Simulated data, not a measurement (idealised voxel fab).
process module | voxel self aligned contacts
cross-section cut | 280 nm wide | cells 5 nm
A cross-section is a grid of square cells, given in bands from the top down. A band is one or more rows of cells.
Each band's line starts with the height of the band's top and of its bottom, in nm. Then come its materials from left to right, each with its width in nm. One material with "throughout" fills the band from edge to edge. "air" is empty space.
Height 0 is the level under which the wafer as received is all one material. The lowest band goes on downwards, as in "0 down".
A width such as "30 to 40" changes by the same amount from each row of cells to the next, from the band's top row to its bottom row.
"no change" after a step means that no cell of the cross-section changed.
closed voids: empty space of 8 cells or more with no open way to the top, each as width x height at its distance from the left edge, in nm
after a step's settings: what the simulator itself notes on the step
overlay nm, on a step with a mask: how far to the right of its planned place the mask lay; to the left if negative
plan
1 op RECEIVE | material Si
2 op OXIDIZE | depth nm 5
3 op DIRECTIONAL_DEP | material polySi | thk nm 25
4 op DIRECTIONAL_DEP | material SiN | thk nm 20
5 op MASKED_ETCH | tone cover | mask id GATE | width nm 30 | pitch nm 65 | etch materials SiN | depth nm 20 | overlay nm 0
6 op MASKED_ETCH | tone cover | mask id GATE | width nm 30 | pitch nm 65 | etch materials polySi | depth nm 25 | overlay nm 0
7 op CONFORMAL_DEP | material SiN | thk nm 10
8 op DIRECTIONAL_ETCH | etch materials SiN | depth nm 10
9 op FILL_DEP | material SiO2 | thk nm 10
10 op CMP | height nm 50
11 op PATTERN | tone open | mask id CONTACT | material resist | width nm 45 | pitch nm 65 | thk nm 15 | overlay nm -15
12 op DIRECTIONAL_ETCH | etch materials SiO2 | depth nm 55
13 op STRIP | etch materials resist
14 op CONFORMAL_DEP | material TiN | thk nm 5
15 op FILL_DEP | material W | thk nm 5
16 op CMP | height nm 50
17 op CONFORMAL_DEP | material SiCN | thk nm 5
varied across the wafers: overlay nm of step 11. The plan shows the first wafer's value. All wafers start alike
first wafer as received, after step 1
  0 down: Si throughout
  closed voids: none
each wafer at the end: cells of each material gained (+) or lost (-) since it was received, then its closed voids
overlay nm -15 | -56 Si | +56 SiCN | +180 SiN | +268 SiO2 | +58 TiN | +20 W | +90 polySi | closed voids: none
overlay nm -10 | -56 Si | +56 SiCN | +180 SiN | +268 SiO2 | +58 TiN | +20 W | +90 polySi | closed voids: none
overlay nm -5 | -56 Si | +56 SiCN | +180 SiN | +268 SiO2 | +58 TiN | +20 W | +90 polySi | closed voids: none
overlay nm 0 | -56 Si | +56 SiCN | +180 SiN | +268 SiO2 | +58 TiN | +20 W | +90 polySi | closed voids: none
overlay nm 5 | -56 Si | +56 SiCN | +180 SiN | +268 SiO2 | +58 TiN | +20 W | +90 polySi | closed voids: none
overlay nm 10 | -56 Si | +56 SiCN | +180 SiN | +268 SiO2 | +58 TiN | +20 W | +90 polySi | closed voids: none
overlay nm 15 | -56 Si | +56 SiCN | +180 SiN | +268 SiO2 | +58 TiN | +20 W | +90 polySi | closed voids: none
